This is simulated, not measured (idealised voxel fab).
process module | voxel wiring stack
cross-section cut | 250 nm wide | cells 5 nm
A cross-section is a grid of square cells, given in bands from the top down. A band is one or more rows of cells.
Each band's line starts with the height of the band's top and of its bottom, in nm. Then come its materials from left to right, each with its width in nm. One material with "throughout" fills the band from edge to edge. "air" is empty space.
Height 0 is the level under which the wafer as received is all one material. The lowest band goes on downwards, as in "0 down".
A width such as "30 to 40" changes by the same amount from each row of cells to the next, from the band's top row to its bottom row.
"no change" after a step means that no cell of the cross-section changed.
closed voids: empty space of 8 cells or more with no open way to the top, each as width x height at its distance from the left edge, in nm
after a step's settings: what the simulator itself notes on the step
overlay nm, on a step with a mask: how far to the right of its planned place the mask lay; to the left if negative
plan
1 op RECEIVE | material Si
2 op CONFORMAL_DEP | material SiO2 | thk nm 10
3 op DIRECTIONAL_DEP | material TiN | thk nm 5
4 op DIRECTIONAL_DEP | material Ru | thk nm 20
5 op DIRECTIONAL_DEP | material aC | thk nm 15
6 op PATTERN | tone cover | mask id METAL_1 | material resist | width nm 30 | pitch nm 55 | thk nm 30 | overlay nm 0
7 op DIRECTIONAL_ETCH | etch materials aC | depth nm 15
8 op STRIP | etch materials resist
9 op DIRECTIONAL_ETCH | etch materials Ru | depth nm 20
10 op DIRECTIONAL_ETCH | etch materials TiN | depth nm 5
11 op STRIP | etch materials aC
12 op FILL_DEP | material SiO2 | thk nm 5
13 op CMP | height nm 35
14 op CONFORMAL_DEP | material SiCN | thk nm 5
15 op DIRECTIONAL_DEP | material SiO2 | thk nm 10
16 op PATTERN | tone open | mask id PLUG_1 | material resist | width nm 15 | pitch nm 55 | thk nm 15 | overlay nm 0
17 op DIRECTIONAL_ETCH | etch materials SiO2 | depth nm 10
18 op DIRECTIONAL_ETCH | etch materials SiCN | depth nm 5
19 op STRIP | etch materials resist
20 op CONFORMAL_DEP | material TiN | thk nm 5
21 op FILL_DEP | material W | thk nm 10
22 op CMP | height nm 50
23 op DIRECTIONAL_DEP | material TiN | thk nm 5
24 op DIRECTIONAL_DEP | material W | thk nm 20
25 op PATTERN | tone cover | mask id METAL_2 | material resist | width nm 30 | pitch nm 55 | thk nm 15 | overlay nm 0
26 op DIRECTIONAL_ETCH | etch materials W | depth nm 20
27 op DIRECTIONAL_ETCH | etch materials TiN | depth nm 5
28 op STRIP | etch materials resist
29 op CONFORMAL_DEP | material SiCN | thk nm 5
30 op FILL_DEP | material SiO2 | thk nm 10
31 op CMP | height nm 75
32 op CONFORMAL_DEP | material SiCN | thk nm 5
33 op DIRECTIONAL_DEP | material SiO2 | thk nm 30
34 op DIRECTIONAL_DEP | material aC | thk nm 10
35 op PATTERN | tone open | mask id METAL_3 | material resist | width nm 30 | pitch nm 55 | thk nm 25 | overlay nm 0
36 op DIRECTIONAL_ETCH | etch materials aC | depth nm 10
37 op STRIP | etch materials resist
38 op DIRECTIONAL_ETCH | etch materials SiO2 | depth nm 15
39 op STRIP | etch materials aC
40 op PATTERN | tone open | mask id METAL_3_HOLES | material resist | width nm 15 | pitch nm 55 | thk nm 15 | overlay nm 0
41 op DIRECTIONAL_ETCH | etch materials SiO2 | depth nm 15
42 op DIRECTIONAL_ETCH | etch materials SiCN | depth nm 5
43 op STRIP | etch materials resist
44 op CONFORMAL_DEP | material TiN | thk nm 5
45 op FILL_DEP | material Cu | thk nm 10
46 op CMP | height nm 110
47 op CONFORMAL_DEP | material SiCN | thk nm 5
as received, after step 1
  0 down: Si throughout
  closed voids: none
a wafer at the end: this start, this plan, one mistake
  115 to 110: SiCN throughout
  110 to 95: SiO2 55 | TiN 5 | Cu 5 | TiN 5 | SiO2 40 | TiN 5 | Cu 5 | TiN 5 | SiO2 40 | TiN 5 | Cu 5 | TiN 5 | SiO2 70
  95 to 90: SiCN 55 | TiN 15 | SiCN 40 | TiN 15 | SiCN 40 | TiN 15 | SiCN 70
  90 to 80: SiO2 throughout
  80 to 75: SiO2 50 | SiCN 40 | SiO2 15 | SiCN 40 | SiO2 15 | SiCN 40 | SiO2 50
  75 to 55: SiO2 50 | SiCN 5 | W 30 | SiCN 5 | SiO2 15 | SiCN 5 | W 30 | SiCN 5 | SiO2 15 | SiCN 5 | W 30 | SiCN 5 | SiO2 50
  55 to 50: SiCN 55 | TiN 30 | SiCN 25 | TiN 30 | SiCN 25 | TiN 30 | SiCN 55
  50 to 40: SiO2 55 | TiN 5 | W 5 | TiN 5 | SiO2 40 | TiN 5 | W 5 | TiN 5 | SiO2 40 | TiN 5 | W 5 | TiN 5 | SiO2 70
  40 to 35: SiCN 55 | TiN 15 | SiCN 40 | TiN 15 | SiCN 40 | TiN 15 | SiCN 70
  35 to 15: SiO2 55 | Ru 30 | SiO2 25 | Ru 30 | SiO2 25 | Ru 30 | SiO2 55
  15 to 10: SiO2 55 | TiN 30 | SiO2 25 | TiN 30 | SiO2 25 | TiN 30 | SiO2 55
  10 to 0: SiO2 throughout
  0 down: Si throughout
  closed voids: none
what went wrong: step 31 was left out
